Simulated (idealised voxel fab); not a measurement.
This section sets out a process module, namely voxel air gaps.
Cross-sectional view cut (width: 165 nm; square cell size: 5 nm).
For the purposes of this document, a cross-section shall be understood as a grid of square cells, specified as bands listed in top-to-bottom order, each band consisting of one or more rows of cells.
The band entry comprises the height of the band's top followed by the height of its bottom, expressed in nm, and subsequently the band's materials from left to right, each stated together with its width in nm. Where a single material is marked with the word "all across", that material fills the band from edge to edge. The word "empty" represents empty space.
Heights are measured from 0, the level below which the as-received wafer is all one material; the lowest band has no bottom and continues downward, written as in "0 -> down".
Width: "30..40" (first number = top row, second number = bottom row, same change from row to row of cells).
When a step is marked "no change occurred", none of the cells in the cross-section changed during that step.
If an empty space has no open way to the top and is at least 8 cells in size, "Sealed void list" lists it, written width x height at distance, where distance is measured from the left edge and every value is in nm.
Where a step's line continues beyond its settings, the continuation is a remark by the simulator itself on that step.
overlay nm: where the mask lay relative to plan, measured to the right, on steps with a mask; negatives go left.
### Below is the list of planned process steps
1 RECEIVE | material Si
2 CONFORMAL_DEP | material SiO2 | thk nm 5
3 CONFORMAL_DEP | material SiCN | thk nm 5
4 DIRECTIONAL_DEP | material SiO2 | thk nm 35
5 MASKED_ETCH | tone open | mask id LINES | width nm 20 | pitch nm 45 | etch materials SiO2 | depth nm 35 | overlay nm 0
6 CONFORMAL_DEP | material TiN | thk nm 5
7 FILL_DEP | material Cu | thk nm 5
8 CMP | height nm 55
9 EPI | material Ru | thk nm 10
10 SELECTIVE_ETCH | etch materials SiO2 | depth nm 45
11 CONFORMAL_DEP | material SiCN | thk nm 5
Quick note for whoever runs this: the wafers start identical, but the thk nm at step 2 isn't the same across them. The plan just shows what the first wafer had.
### Incoming state of the first of several wafers in cross-section: after step 1
0 -> down: Si all across
Sealed void list: none
### First of several wafers: cross-section at the end of the module, after step 11, its last step
70 -> 65: SiCN all across
65 -> 55: Ru all across
55 -> 50: Cu all across
50 -> 45: TiN=30  Cu=10  TiN=35  Cu=10  TiN=35  Cu=10  TiN=35
45 -> 15: SiO2=25  TiN=5  Cu=10  TiN=5  SiO2=25  TiN=5  Cu=10  TiN=5  SiO2=25  TiN=5  Cu=10  TiN=5  SiO2=30
15 -> 10: SiO2=25  TiN=20  SiO2=25  TiN=20  SiO2=25  TiN=20  SiO2=30
10 -> 5: SiCN all across
5 -> 0: SiO2 all across
0 -> down: Si all across
Sealed void list: none
### Cross-section, last wafer, module completion
70 -> 65: empty=10  SiCN=140  empty=15
65 -> 55: empty=10  SiCN=5  Ru=40  SiCN=5  Ru=40  SiCN=5  Ru=40  SiCN=5  empty=15
55 -> 50: empty=10  SiCN=15  TiN=5  Cu=10  TiN=5  SiCN=25  TiN=5  Cu=10  TiN=5  SiCN=25  TiN=5  Cu=10  TiN=5  SiCN=15  empty=15
50 -> 40: empty=20  SiCN=5  TiN=5  Cu=10  TiN=5  SiCN=5  empty=15  SiCN=5  TiN=5  Cu=10  TiN=5  SiCN=5  empty=15  SiCN=5  TiN=5  Cu=10  TiN=5  SiCN=5  empty=25
40 -> 35: SiCN=25  TiN=20  SiCN=25  TiN=20  SiCN=25  TiN=20  SiCN=30
35 -> 30: SiCN all across
30 -> 0: SiO2 all across
0 -> down: Si all across
Sealed void list: none
### each wafer at the end: cells of each material gained (+) or lost (-) since it was received, then its closed voids
thk nm 5, +75 Cu, +66 Ru, +66 SiCN, +180 SiO2, +75 TiN, Sealed void list: none
thk nm 10, +42 Cu, +66 Ru, +66 SiCN, +213 SiO2, +75 TiN, Sealed void list: none
thk nm 15, +36 Cu, +48 Ru, +136 SiCN, +99 SiO2, +48 TiN, Sealed void list: 15 x 25 at 50; 15 x 25 at 95
thk nm 20, +30 Cu, +48 Ru, +130 SiCN, +132 SiO2, +42 TiN, Sealed void list: 15 x 20 at 50; 15 x 20 at 95
thk nm 25, +24 Cu, +48 Ru, +124 SiCN, +165 SiO2, +36 TiN, Sealed void list: 15 x 15 at 50; 15 x 15 at 95
thk nm 30, +18 Cu, +48 Ru, +118 SiCN, +198 SiO2, +30 TiN, Sealed void list: none
